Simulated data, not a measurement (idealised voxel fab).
A process module follows: voxel gate over fins.
Section cut is 230 nm wide and gridded with 5 nm square cells.
In this document a cross-section is written as a grid of square cells. It is given as a series of bands, listed from the top down, and a band is one or more rows of cells. Each band's line starts with the height of the band's top and of its bottom, in nm. Then come its materials from left to right, each with its width in nm. One material with "edge to edge" fills the band from edge to edge. "blank" is empty space. Height reference: 0 = level under which incoming wafer is all one material. Lowest band: no bottom, runs on downward, e.g. "z 0 and below". A width given as "30..40" starts at the first number in the band's top row and ends at the second number in its bottom row, shifting by an equal amount at every step from row to row. "all unchanged" (step): cross-section cells unchanged, all of them. This entry, "Closed void catalog", enumerates those empty regions of no fewer than 8 cells that possess no open connection to the top. Each region is reported in the form width x height at distance, the distance being taken from the left edge, with all three quantities expressed in nm. That trailing text on a step's line, after the settings, is the simulator's own remark on the step. "overlay nm", when on a step's line for a step with a mask, measures how far to the right of its planned place the mask lay; a negative measure means to the left.
**Intended process steps**
| 1 | RECEIVE [material Si] |
| 2 | CONFORMAL_DEP [material SiN] [thk nm 10] |
| 3 | PATTERN [tone cover] [mask id FINS] [material resist] [width nm 15] [pitch nm 35] [thk nm 15] [overlay nm 0] |
| 4 | DIRECTIONAL_ETCH [etch materials SiN] [depth nm 10] |
| 5 | DIRECTIONAL_ETCH [etch materials Si] [depth nm 30] |
| 6 | STRIP [etch materials resist] |
| 7 | OXIDIZE [depth nm 5] |
| 8 | FILL_DEP [material SiO2] [thk nm 15] |
| 9 | CMP [height nm 10] |
| 10 | SELECTIVE_ETCH [etch materials SiO2] [depth nm 20] |
| 11 | STRIP [etch materials SiN] |
| 12 | CONFORMAL_DEP [material HfO2] [thk nm 5] |
| 13 | CONFORMAL_DEP [material TiN] [thk nm 5] |
| 14 | CONFORMAL_DEP [material TiAl] [thk nm 5] |
| 15 | CONFORMAL_DEP [material TiN] [thk nm 5] |
| 16 | FILL_DEP [material W] [thk nm 10] |
| 17 | CMP [height nm 25] |
| 18 | CONFORMAL_DEP [material SiCN] [thk nm 10] |
**So this is the incoming wafer in cross-section - it's already been through step 1**
- z 0 and below | Si edge to edge
- Closed void catalog: none
**Cross-sectional image of the first of two wafers at the end of the module, the run having proceeded as planned**
- z 35 to 25 | SiCN edge to edge
- z 25 to 20 | W edge to edge
- z 20 to 15 | W (55) / TiN (115) / W (60)
- z 15 to 10 | W (55) / TiN (5) / TiAl (105) / TiN (5) / W (60)
- z 10 to 5 | TiN (60) / TiAl (5) / TiN (25) / TiAl (10) / TiN (25) / TiAl (10) / TiN (25) / TiAl (5) / TiN (65)
- z 5 to 0 | TiAl (65) / TiN (5) / HfO2 (15) / TiN (5) / TiAl (10) / TiN (5) / HfO2 (15) / TiN (5) / TiAl (10) / TiN (5) / HfO2 (15) / TiN (5) / TiAl (70)
- z 0 to -5 | TiN (70) / HfO2 (5) / Si (5) / HfO2 (5) / TiN (20) / HfO2 (5) / Si (5) / HfO2 (5) / TiN (20) / HfO2 (5) / Si (5) / HfO2 (5) / TiN (75)
- z -5 to -10 | HfO2 (75) / Si (5) / HfO2 (30) / Si (5) / HfO2 (30) / Si (5) / HfO2 (80)
- z -10 to -35 | SiO2 (75) / Si (5) / SiO2 (30) / Si (5) / SiO2 (30) / Si (5) / SiO2 (80)
- z -35 and below | Si edge to edge
- Closed void catalog: none
**End of module, second wafer, cross-section. Started like the first, planned like the first, run with one mistake**
- z 35 to 25 | SiCN edge to edge
- z 25 to 20 | W edge to edge
- z 20 to 15 | W (55) / TiN (115) / W (60)
- z 15 to 10 | W (55) / TiN (5) / TiAl (105) / TiN (5) / W (60)
- z 10 to 5 | W (55) / TiN (5) / TiAl (5) / TiN (25) / TiAl (10) / TiN (25) / TiAl (10) / TiN (25) / TiAl (5) / TiN (5) / W (60)
- z 5 to 0 | W (55) / TiN (5) / TiAl (5) / TiN (5) / HfO2 (15) / TiN (5) / TiAl (10) / TiN (5) / HfO2 (15) / TiN (5) / TiAl (10) / TiN (5) / HfO2 (15) / TiN (5) / TiAl (5) / TiN (5) / W (60)
- z 0 to -10 | W (55) / TiN (5) / TiAl (5) / TiN (5) / HfO2 (5) / Si (5) / HfO2 (5) / TiN (5) / TiAl (10) / TiN (5) / HfO2 (5) / Si (5) / HfO2 (5) / TiN (5) / TiAl (10) / TiN (5) / HfO2 (5) / Si (5) / HfO2 (5) / TiN (5) / TiAl (5) / TiN (5) / W (60)
- z -10 to -15 | TiN (60) / TiAl (5) / TiN (5) / HfO2 (5) / Si (5) / HfO2 (5) / TiN (5) / TiAl (10) / TiN (5) / HfO2 (5) / Si (5) / HfO2 (5) / TiN (5) / TiAl (10) / TiN (5) / HfO2 (5) / Si (5) / HfO2 (5) / TiN (5) / TiAl (5) / TiN (65)
- z -15 to -20 | TiAl (65) / TiN (5) / HfO2 (5) / Si (5) / HfO2 (5) / TiN (5) / TiAl (10) / TiN (5) / HfO2 (5) / Si (5) / HfO2 (5) / TiN (5) / TiAl (10) / TiN (5) / HfO2 (5) / Si (5) / HfO2 (5) / TiN (5) / TiAl (70)
- z -20 to -25 | TiN (70) / HfO2 (5) / Si (5) / HfO2 (5) / TiN (20) / HfO2 (5) / Si (5) / HfO2 (5) / TiN (20) / HfO2 (5) / Si (5) / HfO2 (5) / TiN (75)
- z -25 to -30 | HfO2 (75) / Si (5) / HfO2 (30) / Si (5) / HfO2 (30) / Si (5) / HfO2 (80)
- z -30 to -35 | SiO2 (75) / Si (5) / SiO2 (30) / Si (5) / SiO2 (30) / Si (5) / SiO2 (80)
- z -35 and below | Si edge to edge
- Closed void catalog: none
Nonconformance to the process plan: step 10 of the plan was carried out twice
Cell-count delta at end, second wafer over first, by material: HfO2: 24 more, SiO2: 172 fewer, TiAl: 24 more, TiN: 32 more, W: 92 more
